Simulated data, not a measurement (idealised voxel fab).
process module | voxel gate over fins
Cross-section cut: width 205 nm, square cells of 5 nm.
Think of the cross-section as a grid of square cells. We describe it in bands, top to bottom, and each band covers one or more rows of those cells. Heads up on the band format: heights come first, top then bottom, in nm. After that it's the materials left to right, each with its width in nm. A single material flagged "edge to edge" fills the whole band edge to edge, and "air" means there's empty space there. Height datum 0, below which the as-received substrate wafer is one material. Lowest band open at the bottom, running downward: "0 down". The expression "30..40" gives the width at the extremes of the band, the first number at its top row of cells and the second at its bottom row, with the width changing by equal amounts from each row to the next in between. You'll sometimes find "remains unaltered" written for a step, and that's the way of saying that nowhere in the cross-section did a cell change during that step. The list in "Enclosed cavity list" covers empty spaces of 8 cells or more that cannot reach the top through any open way, and it gives each as width x height at distance; the distance is from the left edge, and width, height and distance are in nm. Anything after a step's settings on that line? It's the simulator's own note about the step. overlay nm: right-of-plan distance of the mask on a masked step; negative values mean left-of-plan. Read each pair as before and after one process step. The after cross-section shows only down to the lowest band that changed. The step between them and its settings are given below the pair. Pairs can come from different runs of this module on the same starting wafer. A pair continues from the pair above only where its "Before processing" entry says so.
[Before processing]
* 25 to 10  air 45, resist 15, air 20, resist 15, air 20, resist 15, air 20, resist 15, air 40
* 10 to 0  SiN edge to edge
* 0 down  Si edge to edge
* Enclosed cavity list: none
[Post-Step Snapshot]
* 25 to 10  air 45, resist 15, air 20, resist 15, air 20, resist 15, air 20, resist 15, air 40
* 10 to 0  air 45, SiN 15, air 20, SiN 15, air 20, SiN 15, air 20, SiN 15, air 40
* Under 0: no change, same as before.
* Enclosed cavity list: none
For reference, the processing step occurring between the two cross-sections presented above is as follows: DIRECTIONAL_ETCH: etch materials SiN, depth nm 10
Before processing: the wafer arrives at this step looking as the after cross-section in the pair just above shows it.
[Post-Step Snapshot]
* 25 to 10  air 45, resist 15, air 20, resist 15, air 20, resist 15, air 20, resist 15, air 40
* 10 to 0  air 45, SiN 15, air 20, SiN 15, air 20, SiN 15, air 20, SiN 15, air 40
* 0 to -35  air 45, Si 15, air 20, Si 15, air 20, Si 15, air 20, Si 15, air 40
* Under -35: no change, same as before.
* Enclosed cavity list: none
For reference, the processing step occurring between the two cross-sections presented above is as follows: DIRECTIONAL_ETCH: etch materials Si, depth nm 35
Before processing: the wafer arrives at this step looking as the after cross-section in the pair just above shows it.
[Post-Step Snapshot]
* 10 to 0  air 45, SiN 15, air 20, SiN 15, air 20, SiN 15, air 20, SiN 15, air 40
* Under 0: no change, same as before.
* Enclosed cavity list: none
For reference, the processing step occurring between the two cross-sections presented above is as follows: STRIP: etch materials resist
Before processing: the wafer arrives at this step looking as the after cross-section in the pair just above shows it.
[Post-Step Snapshot]
* 20 to 10  SiO2 edge to edge
* 10 to 0  SiO2 45, SiN 15, SiO2 20, SiN 15, SiO2 20, SiN 15, SiO2 20, SiN 15, SiO2 40
* 0 to -35  SiO2 45, Si 15, SiO2 20, Si 15, SiO2 20, Si 15, SiO2 20, Si 15, SiO2 40
* Under -35: no change, same as before.
* Enclosed cavity list: none
For reference, the processing step occurring between the two cross-sections presented above is as follows: FILL_DEP: material SiO2, thk nm 10
Before processing: the wafer arrives at this step looking as the after cross-section in the pair just above shows it.
[Post-Step Snapshot]
* 10 to 0  SiO2 45, SiN 15, SiO2 20, SiN 15, SiO2 20, SiN 15, SiO2 20, SiN 15, SiO2 40
* Under 0: no change, same as before.
* Enclosed cavity list: none
For reference, the processing step occurring between the two cross-sections presented above is as follows: CMP: height nm 10
Before processing: the wafer arrives at this step looking as the after cross-section in the pair just above shows it.
[Post-Step Snapshot]
* 10 to 0  air 45, SiN 15, air 20, SiN 15, air 20, SiN 15, air 20, SiN 15, air 40
* 0 to -10  air 45, Si 15, air 20, Si 15, air 20, Si 15, air 20, Si 15, air 40
* Under -10: no change, same as before.
* Enclosed cavity list: none
For reference, the processing step occurring between the two cross-sections presented above is as follows: SELECTIVE_ETCH: etch materials SiO2, depth nm 20
Before processing: the wafer arrives at this step looking as the after cross-section in the pair just above shows it.
[Post-Step Snapshot]
* 0 to -10  air 45, Si 15, air 20, Si 15, air 20, Si 15, air 20, Si 15, air 40
* Under -10: no change, same as before.
* Enclosed cavity list: none
For reference, the processing step occurring between the two cross-sections presented above is as follows: STRIP: etch materials SiN
Before processing: the wafer arrives at this step looking as the after cross-section in the pair just above shows it.
[Post-Step Snapshot]
* 5 to 0  air 40, HfO2 25, air 10, HfO2 25, air 10, HfO2 25, air 10, HfO2 25, air 35
* 0 to -5  air 40, HfO2 5, Si 15, HfO2 5, air 10, HfO2 5, Si 15, HfO2 5, air 10, HfO2 5, Si 15, HfO2 5, air 10, HfO2 5, Si 15, HfO2 5, air 35
* -5 to -10  HfO2 45, Si 15, HfO2 20, Si 15, HfO2 20, Si 15, HfO2 20, Si 15, HfO2 40
* Under -10: no change, same as before.
* Enclosed cavity list: none
For reference, the processing step occurring between the two cross-sections presented above is as follows: CONFORMAL_DEP: material HfO2, thk nm 5
Before processing: the wafer arrives at this step looking as the after cross-section in the pair just above shows it.
[Post-Step Snapshot]
* 10 to 5  air 35, TiN 140, air 30
* 5 to 0  air 35, TiN 5, HfO2 25, TiN 10, HfO2 25, TiN 10, HfO2 25, TiN 10, HfO2 25, TiN 5, air 30
* 0 to -5  TiN 40, HfO2 5, Si 15, HfO2 5, TiN 10, HfO2 5, Si 15, HfO2 5, TiN 10, HfO2 5, Si 15, HfO2 5, TiN 10, HfO2 5, Si 15, HfO2 5, TiN 35
* Under -5: no change, same as before.
* Enclosed cavity list: none
For reference, the processing step occurring between the two cross-sections presented above is as follows: CONFORMAL_DEP: material TiN, thk nm 5
Before processing: the wafer arrives at this step looking as the after cross-section in the pair just above shows it.
[Post-Step Snapshot]
* 25 to 10  W edge to edge
* 10 to 5  W 35, TiN 140, W 30
* 5 to 0  W 35, TiN 5, HfO2 25, TiN 10, HfO2 25, TiN 10, HfO2 25, TiN 10, HfO2 25, TiN 5, W 30
* Under 0: no change, same as before.
* Enclosed cavity list: none
For reference, the processing step occurring between the two cross-sections presented above is as follows: FILL_DEP: material W, thk nm 15
Before processing: the wafer arrives at this step looking as the after cross-section in the pair just above shows it.
[Post-Step Snapshot]
* 20 to 10  W edge to edge
* Under 10: no change, same as before.
* Enclosed cavity list: none
For reference, the processing step occurring between the two cross-sections presented above is as follows: CMP: height nm 20
Before processing: the wafer arrives at this step looking as the after cross-section in the pair just above shows it.
[Post-Step Snapshot]
* 30 to 20  SiCN edge to edge
* Under 20: no change, same as before.
* Enclosed cavity list: none
For reference, the processing step occurring between the two cross-sections presented above is as follows: CONFORMAL_DEP: material SiCN, thk nm 10
[Before processing]
* 10 to 0  air 40, SiN 15, air 20, SiN 15, air 20, SiN 15, air 20, SiN 15, air 45
* 0 to -35  air 40, Si 15, air 20, Si 15, air 20, Si 15, air 20, Si 15, air 45
* -35 down  Si edge to edge
* Enclosed cavity list: none
[Post-Step Snapshot]
* 20 to 10  W edge to edge
* 10 to 0  W 40, SiN 15, W 20, SiN 15, W 20, SiN 15, W 20, SiN 15, W 45
* 0 to -35  W 40, Si 15, W 20, Si 15, W 20, Si 15, W 20, Si 15, W 45
* Under -35: no change, same as before.
* Enclosed cavity list: none
For reference, the processing step occurring between the two cross-sections presented above is as follows: FILL_DEP: material W, thk nm 10
Before processing: the wafer arrives at this step looking as the after cross-section in the pair just above shows it.
[Post-Step Snapshot]
* 10 to 0  W 40, SiN 15, W 20, SiN 15, W 20, SiN 15, W 20, SiN 15, W 45
* Under 0: no change, same as before.
* Enclosed cavity list: none
For reference, the processing step occurring between the two cross-sections presented above is as follows: CMP: height nm 10
Before processing: the wafer arrives at this step looking as the after cross-section in the pair just above shows it.
[Post-Step Snapshot]
* 10 to 0  W 40, air 15, W 20, air 15, W 20, air 15, W 20, air 15, W 45
* Under 0: no change, same as before.
* Enclosed cavity list: none
For reference, the processing step occurring between the two cross-sections presented above is as follows: STRIP: etch materials SiN
Before processing: the wafer arrives at this step looking as the after cross-section in the pair just above shows it.
[Post-Step Snapshot]
* 15 to 10  HfO2 45, air 5, HfO2 30, air 5, HfO2 30, air 5, HfO2 30, air 5, HfO2 50
* 10 to 5  W 40, HfO2 5, air 5, HfO2 5, W 20, HfO2 5, air 5, HfO2 5, W 20, HfO2 5, air 5, HfO2 5, W 20, HfO2 5, air 5, HfO2 5, W 45
* 5 to 0  W 40, HfO2 15, W 20, HfO2 15, W 20, HfO2 15, W 20, HfO2 15, W 45
* Under 0: no change, same as before.
* Enclosed cavity list: none
For reference, the processing step occurring between the two cross-sections presented above is as follows: CONFORMAL_DEP: material HfO2, thk nm 5
Before processing: the wafer arrives at this step looking as the after cross-section in the pair just above shows it.
[Post-Step Snapshot]
* 20 to 15  TiN edge to edge
* 15 to 10  HfO2 45, TiN 5, HfO2 30, TiN 5, HfO2 30, TiN 5, HfO2 30, TiN 5, HfO2 50
* 10 to 5  W 40, HfO2 5, TiN 5, HfO2 5, W 20, HfO2 5, TiN 5, HfO2 5, W 20, HfO2 5, TiN 5, HfO2 5, W 20, HfO2 5, TiN 5, HfO2 5, W 45
* Under 5: no change, same as before.
* Enclosed cavity list: none
For reference, the processing step occurring between the two cross-sections presented above is as follows: CONFORMAL_DEP: material TiN, thk nm 5
Before processing: the wafer arrives at this step looking as the after cross-section in the pair just above shows it.
[Post-Step Snapshot]
* 35 to 20  W edge to edge
* Under 20: no change, same as before.
* Enclosed cavity list: none
For reference, the processing step occurring between the two cross-sections presented above is as follows: FILL_DEP: material W, thk nm 15
Before processing: the wafer arrives at this step looking as the after cross-section in the pair just above shows it.
[Post-Step Snapshot]
* 20 to 15  TiN edge to edge
* Under 15: no change, same as before.
* Enclosed cavity list: none
For reference, the processing step occurring between the two cross-sections presented above is as follows: CMP: height nm 20
Before processing: the wafer arrives at this step looking as the after cross-section in the pair just above shows it.
[Post-Step Snapshot]
* 30 to 20  SiCN edge to edge
* Under 20: no change, same as before.
* Enclosed cavity list: none
For reference, the processing step occurring between the two cross-sections presented above is as follows: CONFORMAL_DEP: material SiCN, thk nm 10
[Before processing]
* 10 to 0  SiN edge to edge
* 0 down  Si edge to edge
* Enclosed cavity list: none
[Post-Step Snapshot]
* 25 to 10  resist 40, air 15, resist 20, air 15, resist 20, air 15, resist 20, air 15, resist 45
* Under 10: no change, same as before.
* Enclosed cavity list: none
For reference, the processing step occurring between the two cross-sections presented above is as follows: PATTERN: tone open, mask id FINS, material resist, width nm 15, pitch nm 35, thk nm 15, overlay nm 0
Before processing: the wafer arrives at this step looking as the after cross-section in the pair just above shows it.
[Post-Step Snapshot]
* 25 to 10  resist 40, air 15, resist 20, air 15, resist 20, air 15, resist 20, air 15, resist 45
* 10 to 0  SiN 40, air 15, SiN 20, air 15, SiN 20, air 15, SiN 20, air 15, SiN 45
* Under 0: no change, same as before.
* Enclosed cavity list: none
For reference, the processing step occurring between the two cross-sections presented above is as follows: DIRECTIONAL_ETCH: etch materials SiN, depth nm 10
Before processing: the wafer arrives at this step looking as the after cross-section in the pair just above shows it.
[Post-Step Snapshot]
* 25 to 10  resist 40, air 15, resist 20, air 15, resist 20, air 15, resist 20, air 15, resist 45
* 10 to 0  SiN 40, air 15, SiN 20, air 15, SiN 20, air 15, SiN 20, air 15, SiN 45
* 0 to -35  Si 40, air 15, Si 20, air 15, Si 20, air 15, Si 20, air 15, Si 45
* Under -35: no change, same as before.
* Enclosed cavity list: none
For reference, the processing step occurring between the two cross-sections presented above is as follows: DIRECTIONAL_ETCH: etch materials Si, depth nm 35
Before processing: the wafer arrives at this step looking as the after cross-section in the pair just above shows it.
[Post-Step Snapshot]
* 10 to 0  SiN 40, air 15, SiN 20, air 15, SiN 20, air 15, SiN 20, air 15, SiN 45
* Under 0: no change, same as before.
* Enclosed cavity list: none
For reference, the processing step occurring between the two cross-sections presented above is as follows: STRIP: etch materials resist
Before processing: the wafer arrives at this step looking as the after cross-section in the pair just above shows it.
[Post-Step Snapshot]
* 20 to 10  SiO2 edge to edge
* 10 to 0  SiN 40, SiO2 15, SiN 20, SiO2 15, SiN 20, SiO2 15, SiN 20, SiO2 15, SiN 45
* 0 to -35  Si 40, SiO2 15, Si 20, SiO2 15, Si 20, SiO2 15, Si 20, SiO2 15, Si 45
* Under -35: no change, same as before.
* Enclosed cavity list: none
For reference, the processing step occurring between the two cross-sections presented above is as follows: FILL_DEP: material SiO2, thk nm 10
Before processing: the wafer arrives at this step looking as the after cross-section in the pair just above shows it.
[Post-Step Snapshot]
* 10 to 0  SiN 40, SiO2 15, SiN 20, SiO2 15, SiN 20, SiO2 15, SiN 20, SiO2 15, SiN 45
* Under 0: no change, same as before.
* Enclosed cavity list: none
For reference, the processing step occurring between the two cross-sections presented above is as follows: CMP: height nm 10
Before processing: the wafer arrives at this step looking as the after cross-section in the pair just above shows it.
[Post-Step Snapshot]
* 10 to 0  SiN 40, air 15, SiN 20, air 15, SiN 20, air 15, SiN 20, air 15, SiN 45
* 0 to -10  Si 40, air 15, Si 20, air 15, Si 20, air 15, Si 20, air 15, Si 45
* Under -10: no change, same as before.
* Enclosed cavity list: none
For reference, the processing step occurring between the two cross-sections presented above is as follows: SELECTIVE_ETCH: etch materials SiO2, depth nm 20
Before processing: the wafer arrives at this step looking as the after cross-section in the pair just above shows it.
[Post-Step Snapshot]
* 0 to -10  Si 40, air 15, Si 20, air 15, Si 20, air 15, Si 20, air 15, Si 45
* Under -10: no change, same as before.
* Enclosed cavity list: none
For reference, the processing step occurring between the two cross-sections presented above is as follows: STRIP: etch materials SiN
Before processing: the wafer arrives at this step looking as the after cross-section in the pair just above shows it.
[Post-Step Snapshot]
* 5 to 0  HfO2 45, air 5, HfO2 30, air 5, HfO2 30, air 5, HfO2 30, air 5, HfO2 50
* 0 to -5  Si 40, HfO2 5, air 5, HfO2 5, Si 20, HfO2 5, air 5, HfO2 5, Si 20, HfO2 5, air 5, HfO2 5, Si 20, HfO2 5, air 5, HfO2 5, Si 45
* -5 to -10  Si 40, HfO2 15, Si 20, HfO2 15, Si 20, HfO2 15, Si 20, HfO2 15, Si 45
* Under -10: no change, same as before.
* Enclosed cavity list: none
For reference, the processing step occurring between the two cross-sections presented above is as follows: CONFORMAL_DEP: material HfO2, thk nm 5
Before processing: the wafer arrives at this step looking as the after cross-section in the pair just above shows it.
[Post-Step Snapshot]
* 10 to 5  TiN edge to edge
* 5 to 0  HfO2 45, TiN 5, HfO2 30, TiN 5, HfO2 30, TiN 5, HfO2 30, TiN 5, HfO2 50
* 0 to -5  Si 40, HfO2 5, TiN 5, HfO2 5, Si 20, HfO2 5, TiN 5, HfO2 5, Si 20, HfO2 5, TiN 5, HfO2 5, Si 20, HfO2 5, TiN 5, HfO2 5, Si 45
* Under -5: no change, same as before.
* Enclosed cavity list: none
For reference, the processing step occurring between the two cross-sections presented above is as follows: CONFORMAL_DEP: material TiN, thk nm 5
Before processing: the wafer arrives at this step looking as the after cross-section in the pair just above shows it.
[Post-Step Snapshot]
* 25 to 10  W edge to edge
* Under 10: no change, same as before.
* Enclosed cavity list: none
For reference, the processing step occurring between the two cross-sections presented above is as follows: FILL_DEP: material W, thk nm 15
Before processing: the wafer arrives at this step looking as the after cross-section in the pair just above shows it.
[Post-Step Snapshot]
* 20 to 10  W edge to edge
* Under 10: no change, same as before.
* Enclosed cavity list: none
For reference, the processing step occurring between the two cross-sections presented above is as follows: CMP: height nm 20
Before processing: the wafer arrives at this step looking as the after cross-section in the pair just above shows it.
[Post-Step Snapshot]
* 30 to 20  SiCN edge to edge
* Under 20: no change, same as before.
* Enclosed cavity list: none
For reference, the processing step occurring between the two cross-sections presented above is as follows: CONFORMAL_DEP: material SiCN, thk nm 10
